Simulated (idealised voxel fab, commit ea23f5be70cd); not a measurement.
The following process module bears the name voxel ribs on slabs.
The figure presents cross-section cut, which has a width of 150 nm and is divided into square cells with an edge length of 5 nm.
The cross-sections in this document take the form of a grid made of square cells. They are written out as bands, in order from top to bottom. Each band consists of one or more rows of cells.
Heads up on the band format: heights come first, top then bottom, in nm. After that it's the materials left to right, each with its width in nm. A single material flagged "everywhere" fills the whole band edge to edge, and "air" means there's empty space there.
It should be noted that heights are counted from 0, beneath which the wafer as supplied is of one material throughout, and that the lowest band possesses no lower boundary but continues downward, as written in "0 -> down".
Width spec "30->40" -> top row of cells at first value, bottom row at second value, equal per-row change in between.
When a step is marked "remained unchanged", none of the cells in the cross-section changed during that step.
The entry titled "Sealed internal cavities" provides the empty spaces that have no open way to the top, restricted to those of 8 cells or more. Each is presented as width x height at distance, the distance being measured from the left edge, with all three in nm.
On each step's line, the part that comes after the settings is the simulator's own comment on the step.
overlay nm: for a step with a mask, the amount by which the mask lay right of where it was planned; a negative amount means left of it.

Here's what the planned process steps look like:
| 1 | RECEIVE [material Si] |
| 2 | DIRECTIONAL_DEP [material SiO2] [thk nm 20] |
| 3 | DIRECTIONAL_DEP [material SiN] [thk nm 25] |
| 4 | PATTERN [tone cover] [mask id RIB] [material resist] [width nm 30] [thk nm 20] [overlay nm 0] |
| 5 | DIRECTIONAL_ETCH [etch materials SiN] [depth nm 10] |
| 6 | STRIP [etch materials resist] |
| 7 | PATTERN [tone cover] [mask id SLAB] [material resist] [width nm 80] [thk nm 20] [overlay nm 0] |
| 8 | DIRECTIONAL_ETCH [etch materials SiN] [depth nm 15] |
| 9 | STRIP [etch materials resist] |
| 10 | FILL_DEP [material SiO2] [thk nm 30] |
| 11 | CMP [height nm 65] |
| 12 | DIRECTIONAL_DEP [material W] [thk nm 5] |
| 13 | MASKED_ETCH [tone cover] [mask id HEATER] [width nm 40] [etch materials W] [depth nm 5] [overlay nm 0] |
| 14 | CONFORMAL_DEP [material SiO2] [thk nm 5] |

Delivered wafer in cross-section: state after step 1:
    0 -> down  Si everywhere
    Sealed internal cavities: none

The first of two wafers, cross-sectioned at the end of the module, with the run proceeding as planned:
    75 -> 70  air 50, then SiO2 50, then air 50
    70 -> 65  SiO2 55, then W 40, then SiO2 55
    65 -> 45  SiO2 everywhere
    45 -> 35  SiO2 60, then SiN 30, then SiO2 60
    35 -> 20  SiO2 35, then SiN 80, then SiO2 35
    20 -> 0  SiO2 everywhere
    0 -> down  Si everywhere
    Sealed internal cavities: none

Cross-section of the latter of the two wafers at module completion. It had an identical start and an identical plan to the former; in running it, one mistake was made:
    75 -> 70  air 50, then SiO2 50, then air 50
    70 -> 65  SiO2 55, then W 40, then SiO2 55
    65 -> 35  SiO2 everywhere
    35 -> 25  SiO2 60, then SiN 30, then SiO2 60
    25 -> 20  SiO2 35, then SiN 80, then SiO2 35
    20 -> 0  SiO2 everywhere
    0 -> down  Si everywhere
    Sealed internal cavities: none
What went wrong in running the wafer? so step 3 ended up running with a different setting than we planned, it ran as DIRECTIONAL_DEP [material SiN] [thk nm 15]
Final cells, second wafer relative to first, materials higher or lower: -32 SiN, +32 SiO2
